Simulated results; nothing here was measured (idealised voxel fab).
This section sets out a process module, namely voxel ribs on slabs.
Each square cell in cross-section cut measures 5 nm, and the section as a whole is 250 nm wide.
When this document writes out a cross-section, it uses a grid of square cells and lists it as bands, beginning at the top and moving down, with a band standing for one or more rows of cells.
Look at the band entry: it leads with the top's height and the bottom's height in nm. Then it lists the materials left to right, with a width in nm for each. The word "throughout" on a single material says that material fills the band edge to edge. The word "empty" is empty space.
Height is counted from the level 0, under which the received wafer is composed throughout of one material. The lowest of the bands is not closed at the bottom but continues downward, in the notation "0 -> down".
So if you see something like "30..40" for the width, read it as the top row of the band sitting at the first number and the bottom row at the second, with every row in between moving by the same amount as the last.
"no change" (step): cross-section cells unchanged, all of them.
If an empty space has no open way to the top and is at least 8 cells in size, "Trapped voids" lists it, written width x height at distance, where distance is measured from the left edge and every value is in nm.
Heads up: the bit after the settings on a step's line is the simulator's remark on that step.
overlay nm: mask right of planned place by this much (step with mask). Neg. = left.
These are the steps we planned for the process:
step 1: RECEIVE, material Si
step 2: DIRECTIONAL_DEP, material SiO2, thk nm 25
step 3: DIRECTIONAL_DEP, material SiN, thk nm 15
step 4: MASKED_ETCH, tone cover, mask id RIB, width nm 20, etch materials SiN, depth nm 10, overlay nm 0
step 5: MASKED_ETCH, tone cover, mask id SLAB, width nm 60, etch materials SiN, depth nm 5, overlay nm 0
step 6: FILL_DEP, material SiO2, thk nm 20
step 7: CMP, height nm 50
step 8: DIRECTIONAL_DEP, material TiN, thk nm 5
step 9: MASKED_ETCH, tone cover, mask id HEATER, width nm 30, etch materials TiN, depth nm 5, overlay nm 0
step 10: CONFORMAL_DEP, material SiO2, thk nm 5
Wafer at receipt (post step 1), cross-section:
    0 -> down | Si throughout
    Trapped voids: none
Cross-sectional view of the first of the two wafers upon completion of the module, processed in accordance with the plan:
    60 -> 55 | empty: 105, then SiO2: 40, then empty: 105
    55 -> 50 | SiO2: 110, then TiN: 30, then SiO2: 110
    50 -> 40 | SiO2 throughout
    40 -> 30 | SiO2: 115, then SiN: 20, then SiO2: 115
    30 -> 25 | SiO2: 95, then SiN: 60, then SiO2: 95
    25 -> 0 | SiO2 throughout
    0 -> down | Si throughout
    Trapped voids: none
Second of two wafers, module complete, sectioned: it shares the first wafer's start and plan but was run with one mistake:
    60 -> 55 | empty: 105, then SiO2: 40, then empty: 105
    55 -> 50 | SiO2: 110, then TiN: 30, then SiO2: 110
    50 -> 40 | SiO2 throughout
    40 -> 30 | SiO2: 115, then SiN: 20, then SiO2: 115
    30 -> 25 | SiO2: 85, then SiN: 60, then SiO2: 105
    25 -> 0 | SiO2 throughout
    0 -> down | Si throughout
    Trapped voids: none
Nonconformance to the process plan: step 5 ran differently from the plan; actual operation with settings: MASKED_ETCH, tone cover, mask id SLAB, width nm 60, etch materials SiN, depth nm 5, overlay nm -10
Final state: per-material cell counts identical on both wafers; locations differ.
